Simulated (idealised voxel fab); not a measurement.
The document below concerns the process module designated voxel fin reveal.
Pictured: cross-section cut, 215 nm wide, on a grid of 5 nm square cells.
In this document a cross-section is written as a grid of square cells. It is given as a series of bands, listed from the top down, and a band is one or more rows of cells. First you get the band's top height and its bottom height, in nm, and then the materials it's made of, left to right, with each width in nm. If you see a single material with "everywhere", that one covers the band edge to edge. "blank" is empty space. Beneath 0, the wafer as received is one material, and that level is where height counting begins. The lowest band goes on downward without a bottom; it is written like "from 0 down". Width: "30 to 40" (first number = top row, second number = bottom row, same change from row to row of cells). A step reported as "nothing got changed" is a step in which no cell of the cross-section changed. "Voids, enclosed": empty spaces of 8 cells or more with no open way to the top, each given as width x height at distance, distance from the left edge, all in nm. Step line, after settings: the simulator's comment on this step. What "overlay nm" on a step's line means: if the step has a mask, that mask lay this far to the right of its planned place, or, when the value is negative, to the left.
Process steps (planned):
step 1: op RECEIVE | material Si
step 2: op CONFORMAL_DEP | material SiN | thk nm 5
step 3: op PATTERN | tone cover | mask id FINS | material resist | width nm 15 | pitch nm 40 | thk nm 15 | overlay nm -15
step 4: op DIRECTIONAL_ETCH | etch materials SiN | depth nm 5
step 5: op DIRECTIONAL_ETCH | etch materials Si | depth nm 40
step 6: op STRIP | etch materials resist
step 7: op FILL_DEP | material SiO2 | thk nm 15
step 8: op CMP | height nm 5
step 9: op SELECTIVE_ETCH | etch materials SiO2 | depth nm 15
step 10: op STRIP | etch materials SiN
Wafers differ in overlay nm at step 3; plan lists the first wafer's value; identical starting state.
Incoming state of the first of several wafers in cross-section: after step 1:
from 0 down: Si everywhere
Voids, enclosed: none
First wafer at the end, after step 10:
from 0 to -10: blank (45), then Si (15), then blank (25), then Si (15), then blank (25), then Si (15), then blank (75)
from -10 to -40: SiO2 (45), then Si (15), then SiO2 (25), then Si (15), then SiO2 (25), then Si (15), then SiO2 (75)
from -40 down: Si everywhere
Voids, enclosed: none
Cross-section of the last wafer at end of module:
from 0 to -10: blank (75), then Si (15), then blank (25), then Si (15), then blank (25), then Si (15), then blank (45)
from -10 to -40: SiO2 (75), then Si (15), then SiO2 (25), then Si (15), then SiO2 (25), then Si (15), then SiO2 (45)
from -40 down: Si everywhere
Voids, enclosed: none
Below, a row for every wafer. Read it as the end-of-module picture: for each material the wafer shows its cells gained (+) or lost (-) since it was received, and then its closed voids:
overlay nm -15, -272 Si, +204 SiO2, Voids, enclosed: none
overlay nm -10, -272 Si, +204 SiO2, Voids, enclosed: none
overlay nm -5, -272 Si, +204 SiO2, Voids, enclosed: none
overlay nm 0, -272 Si, +204 SiO2, Voids, enclosed: none
overlay nm 5, -272 Si, +204 SiO2, Voids, enclosed: none
overlay nm 10, -272 Si, +204 SiO2, Voids, enclosed: none
overlay nm 15, -272 Si, +204 SiO2, Voids, enclosed: none
